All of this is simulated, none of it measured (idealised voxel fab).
Process module under the name voxel tone inversion
Section cut is 230 nm wide and gridded with 5 nm square cells.
When this document writes out a cross-section, it uses a grid of square cells and lists it as bands, beginning at the top and moving down, with a band standing for one or more rows of cells. Per band: top height and bottom height in nm, followed by the left-to-right materials and their widths in nm; "everywhere" marks a single material spanning edge to edge, "air" marks empty space. Counting heights begins at 0, where everything beneath is, in the wafer as received, one material. The lowest band has no bottom; it goes on downwards, as "top 0, no bottom" shows. You'd read "30->40" like this: the band's top row of cells is as wide as the first number, its bottom row is as wide as the second, and going down, every row changes width by the same amount as the row before did. Where a step carries "all unchanged", the cross-section came out of it unchanged, cell for cell. "Enclosed internal voids" means: voids of 8 cells or more that are shut off from the top with no open way through. Written width x height at distance, distance from the left edge, in nm. Post-settings text on a step line: simulator's own remark regarding the step. If you see "overlay nm" on a step's line and that step has a mask, it's telling you how far right of where it was planned the mask ended up; a negative number means it went left instead.

The process steps that were planned are listed below
- 1: op RECEIVE | material Si
- 2: op CONFORMAL_DEP | material SiCN | thk nm 10
- 3: op DIRECTIONAL_DEP | material polySi | thk nm 20
- 4: op PATTERN | tone cover | mask id POSTS | material resist | width nm 20 | pitch nm 40 | thk nm 30 | overlay nm 0
- 5: op DIRECTIONAL_ETCH | etch materials polySi | depth nm 20
- 6: op STRIP | etch materials resist
- 7: op FILL_DEP | material SiO2 | thk nm 5
- 8: op CMP | height nm 30
- 9: op STRIP | etch materials polySi
- 10: op CONFORMAL_DEP | material TiN | thk nm 5
- 11: op FILL_DEP | material W | thk nm 5
- 12: op CMP | height nm 30
- 13: op CONFORMAL_DEP | material SiCN | thk nm 5

Run as planned: first of two wafers

Step 1 complete: cross-section of the wafer as received
  top 0, no bottom | Si everywhere
  Enclosed internal voids: none

Cross-sectional representation of the wafer at the conclusion of step 2
  top 10, bottom 0 | SiCN everywhere
  Nothing below the height 0 has changed.

Cross-sectional representation of the wafer at the conclusion of step 3
  top 30, bottom 10 | polySi everywhere
  Nothing below the height 10 has changed.

Cross-sectional representation of the wafer at the conclusion of step 4
  top 60, bottom 30 | 85 of air, then 20 of resist, then 20 of air, then 20 of resist, then 85 of air
  Nothing below the height 30 has changed.

Cross-sectional representation of the wafer at the conclusion of step 5
  top 60, bottom 30 | 85 of air, then 20 of resist, then 20 of air, then 20 of resist, then 85 of air
  top 30, bottom 10 | 85 of air, then 20 of polySi, then 20 of air, then 20 of polySi, then 85 of air
  Nothing below the height 10 has changed.

Cross-sectional representation of the wafer at the conclusion of step 6
  top 30, bottom 10 | 85 of air, then 20 of polySi, then 20 of air, then 20 of polySi, then 85 of air
  Nothing below the height 10 has changed.

Cross-sectional representation of the wafer at the conclusion of step 7
  top 35, bottom 30 | SiO2 everywhere
  top 30, bottom 10 | 85 of SiO2, then 20 of polySi, then 20 of SiO2, then 20 of polySi, then 85 of SiO2
  Nothing below the height 10 has changed.

Cross-sectional representation of the wafer at the conclusion of step 8
  top 30, bottom 10 | 85 of SiO2, then 20 of polySi, then 20 of SiO2, then 20 of polySi, then 85 of SiO2
  Nothing below the height 10 has changed.

Cross-sectional representation of the wafer at the conclusion of step 9
  top 30, bottom 10 | 85 of SiO2, then 20 of air, then 20 of SiO2, then 20 of air, then 85 of SiO2
  Nothing below the height 10 has changed.

Cross-sectional representation of the wafer at the conclusion of step 10
  top 35, bottom 30 | 90 of TiN, then 10 of air, then 30 of TiN, then 10 of air, then 90 of TiN
  top 30, bottom 15 | 85 of SiO2, then 5 of TiN, then 10 of air, then 5 of TiN, then 20 of SiO2, then 5 of TiN, then 10 of air, then 5 of TiN, then 85 of SiO2
  top 15, bottom 10 | 85 of SiO2, then 20 of TiN, then 20 of SiO2, then 20 of TiN, then 85 of SiO2
  Nothing below the height 10 has changed.

Cross-sectional representation of the wafer at the conclusion of step 11
  top 40, bottom 35 | W everywhere
  top 35, bottom 30 | 90 of TiN, then 10 of W, then 30 of TiN, then 10 of W, then 90 of TiN
  top 30, bottom 15 | 85 of SiO2, then 5 of TiN, then 10 of W, then 5 of TiN, then 20 of SiO2, then 5 of TiN, then 10 of W, then 5 of TiN, then 85 of SiO2
  Nothing below the height 15 has changed.

Cross-sectional representation of the wafer at the conclusion of step 12
  top 30, bottom 15 | 85 of SiO2, then 5 of TiN, then 10 of W, then 5 of TiN, then 20 of SiO2, then 5 of TiN, then 10 of W, then 5 of TiN, then 85 of SiO2
  Nothing below the height 15 has changed.

Cross-sectional representation of the wafer at the conclusion of step 13
  top 35, bottom 30 | SiCN everywhere
  Nothing below the height 30 has changed.

Second wafer, same starting state and plan as the first, one mistake in the run, identical through step 3

At the planned end of step 4, the second wafer in cross-section
  top 60, bottom 30 | 80 of air, then 20 of resist, then 20 of air, then 20 of resist, then 90 of air
  Nothing below the height 30 has changed.

At the planned end of step 5, the second wafer in cross-section
  top 60, bottom 30 | 80 of air, then 20 of resist, then 20 of air, then 20 of resist, then 90 of air
  top 30, bottom 10 | 80 of air, then 20 of polySi, then 20 of air, then 20 of polySi, then 90 of air
  Nothing below the height 10 has changed.

At the planned end of step 6, the second wafer in cross-section
  top 30, bottom 10 | 80 of air, then 20 of polySi, then 20 of air, then 20 of polySi, then 90 of air
  Nothing below the height 10 has changed.

At the planned end of step 7, the second wafer in cross-section
  top 35, bottom 30 | SiO2 everywhere
  top 30, bottom 10 | 80 of SiO2, then 20 of polySi, then 20 of SiO2, then 20 of polySi, then 90 of SiO2
  Nothing below the height 10 has changed.

At the planned end of step 8, the second wafer in cross-section
  top 30, bottom 10 | 80 of SiO2, then 20 of polySi, then 20 of SiO2, then 20 of polySi, then 90 of SiO2
  Nothing below the height 10 has changed.

At the planned end of step 9, the second wafer in cross-section
  top 30, bottom 10 | 80 of SiO2, then 20 of air, then 20 of SiO2, then 20 of air, then 90 of SiO2
  Nothing below the height 10 has changed.

At the planned end of step 10, the second wafer in cross-section
  top 35, bottom 30 | 85 of TiN, then 10 of air, then 30 of TiN, then 10 of air, then 95 of TiN
  top 30, bottom 15 | 80 of SiO2, then 5 of TiN, then 10 of air, then 5 of TiN, then 20 of SiO2, then 5 of TiN, then 10 of air, then 5 of TiN, then 90 of SiO2
  top 15, bottom 10 | 80 of SiO2, then 20 of TiN, then 20 of SiO2, then 20 of TiN, then 90 of SiO2
  Nothing below the height 10 has changed.

At the planned end of step 11, the second wafer in cross-section
  top 40, bottom 35 | W everywhere
  top 35, bottom 30 | 85 of TiN, then 10 of W, then 30 of TiN, then 10 of W, then 95 of TiN
  top 30, bottom 15 | 80 of SiO2, then 5 of TiN, then 10 of W, then 5 of TiN, then 20 of SiO2, then 5 of TiN, then 10 of W, then 5 of TiN, then 90 of SiO2
  Nothing below the height 15 has changed.

At the planned end of step 12, the second wafer in cross-section
  top 30, bottom 15 | 80 of SiO2, then 5 of TiN, then 10 of W, then 5 of TiN, then 20 of SiO2, then 5 of TiN, then 10 of W, then 5 of TiN, then 90 of SiO2
  Nothing below the height 15 has changed.

At the planned end of step 13, the second wafer in cross-section
  top 35, bottom 30 | SiCN everywhere
  Nothing below the height 30 has changed.
Error vs. plan: contrary to plan, step 4 was performed as op PATTERN | tone cover | mask id POSTS | material resist | width nm 20 | pitch nm 40 | thk nm 30 | overlay nm -5
Tallied in cells, the final second wafer holds each material in the same quantity as the first, although not at the same places.
